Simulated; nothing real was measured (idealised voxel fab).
process module | voxel gate over fins
This is section cut - it's 205 nm across, gridded in 5 nm square cells.
Just so we're on the same page, the cross-sections are grids of square cells, and they're listed out in bands top to bottom, each band one or more rows deep.
The entry gives the band's vertical extent as a top height and a bottom height in nm, then its horizontal make-up as materials from left to right, each with a width in nm. "air" stands for empty space; a single material marked "everywhere" fills the band edge to edge.
All heights in this document are referenced to 0, defined as the level beneath which the wafer, as received, consists entirely of one material. The lowest band is not bounded below; it extends indefinitely downward and is written in the form "top 0, no bottom".
Width "30 to 40": first value at the band's top row of cells, second value at its bottom row, equal change from row to row.
"no change occurred" means the step left every cell of the cross-section as it was.
You'll see "Fully closed voids" listing empty spaces that have no way open to the top, as long as they're 8 cells or more; the notation is width x height at distance, where the distance is from the left edge, and all of it is in nm.
Past the settings on a step's line: simulator remark, on that step.
What "overlay nm" on a step's line means: if the step has a mask, that mask lay this far to the right of its planned place, or, when the value is negative, to the left.

**plan**
1: RECEIVE, material Si
2: CONFORMAL_DEP, material SiN, thk nm 10
3: DIRECTIONAL_DEP, material aC, thk nm 10
4: PATTERN, tone cover, mask id FINS, material resist, width nm 15, pitch nm 40, thk nm 30, overlay nm 0
5: DIRECTIONAL_ETCH, etch materials aC, depth nm 10
6: STRIP, etch materials resist
7: DIRECTIONAL_ETCH, etch materials SiN, depth nm 10
8: DIRECTIONAL_ETCH, etch materials Si, depth nm 35
9: STRIP, etch materials aC
10: OXIDIZE, depth nm 5
11: FILL_DEP, material SiO2, thk nm 10
12: CMP, height nm 10
13: SELECTIVE_ETCH, etch materials SiO2, depth nm 25
14: STRIP, etch materials SiN
15: CONFORMAL_DEP, material HfO2, thk nm 5
16: CONFORMAL_DEP, material TiN, thk nm 5
17: CONFORMAL_DEP, material TiAl, thk nm 5
18: CONFORMAL_DEP, material TiN, thk nm 5
19: FILL_DEP, material W, thk nm 10
20: CMP, height nm 25
21: CONFORMAL_DEP, material SiCN, thk nm 10

**The cross-section here shows the wafer as received, i.e. in its state after step 1**
top 0, no bottom | Si everywhere
Fully closed voids: none

**Wafer cross-section at module end: first of two, run to plan**
top 35, bottom 25 | SiCN everywhere
top 25, bottom 20 | W everywhere
top 20, bottom 15 | 40 W  125 TiN  40 W
top 15, bottom 10 | 40 W  5 TiN  35 TiAl  5 TiN  35 TiAl  5 TiN  35 TiAl  5 TiN  40 W
top 10, bottom 5 | 40 W  5 TiN  5 TiAl  25 TiN  5 TiAl  5 TiN  5 TiAl  25 TiN  5 TiAl  5 TiN  5 TiAl  25 TiN  5 TiAl  5 TiN  40 W
top 5, bottom 0 | 45 TiN  5 TiAl  5 TiN  15 HfO2  5 TiN  5 TiAl  5 TiN  5 TiAl  5 TiN  15 HfO2  5 TiN  5 TiAl  5 TiN  5 TiAl  5 TiN  15 HfO2  5 TiN  5 TiAl  45 TiN
top 0, bottom -5 | 50 TiAl  5 TiN  5 HfO2  5 Si  5 HfO2  5 TiN  15 TiAl  5 TiN  5 HfO2  5 Si  5 HfO2  5 TiN  15 TiAl  5 TiN  5 HfO2  5 Si  5 HfO2  5 TiN  50 TiAl
top -5, bottom -10 | 55 TiN  5 HfO2  5 Si  5 HfO2  25 TiN  5 HfO2  5 Si  5 HfO2  25 TiN  5 HfO2  5 Si  5 HfO2  55 TiN
top -10, bottom -15 | 60 HfO2  5 Si  35 HfO2  5 Si  35 HfO2  5 Si  60 HfO2
top -15, bottom -40 | 60 SiO2  5 Si  35 SiO2  5 Si  35 SiO2  5 Si  60 SiO2
top -40, no bottom | Si everywhere
Fully closed voids: none

**This is the second of the two wafers, cross-sectioned at the end of the module; it started exactly like the first and was given the same plan, but it was run with one mistake**
top 35, bottom 25 | SiCN everywhere
top 25, bottom 20 | W everywhere
top 20, bottom 15 | 40 W  125 TiN  40 W
top 15, bottom 10 | 40 W  5 TiN  35 TiAl  5 TiN  35 TiAl  5 TiN  35 TiAl  5 TiN  40 W
top 10, bottom 5 | 40 W  5 TiN  5 TiAl  25 TiN  5 TiAl  5 TiN  5 TiAl  25 TiN  5 TiAl  5 TiN  5 TiAl  25 TiN  5 TiAl  5 TiN  40 W
top 5, bottom 0 | 45 TiN  5 TiAl  5 TiN  15 HfO2  5 TiN  5 TiAl  5 TiN  5 TiAl  5 TiN  15 HfO2  5 TiN  5 TiAl  5 TiN  5 TiAl  5 TiN  15 HfO2  5 TiN  5 TiAl  45 TiN
top 0, bottom -5 | 50 TiAl  5 TiN  5 HfO2  5 Si  5 HfO2  5 TiN  15 TiAl  5 TiN  5 HfO2  5 Si  5 HfO2  5 TiN  15 TiAl  5 TiN  5 HfO2  5 Si  5 HfO2  5 TiN  50 TiAl
top -5, bottom -10 | 55 TiN  5 HfO2  5 Si  5 HfO2  25 TiN  5 HfO2  5 Si  5 HfO2  25 TiN  5 HfO2  5 Si  5 HfO2  55 TiN
top -10, bottom -15 | 60 HfO2  5 Si  35 HfO2  5 Si  35 HfO2  5 Si  60 HfO2
top -15, bottom -50 | 60 SiO2  5 Si  35 SiO2  5 Si  35 SiO2  5 Si  60 SiO2
top -50, no bottom | Si everywhere
Fully closed voids: none
The mistake made against the process plan was this: off-plan run, step 8, actual operation and settings DIRECTIONAL_ETCH, etch materials Si, depth nm 45
Final cells, second wafer relative to first, materials higher or lower: -76 Si; +76 SiO2
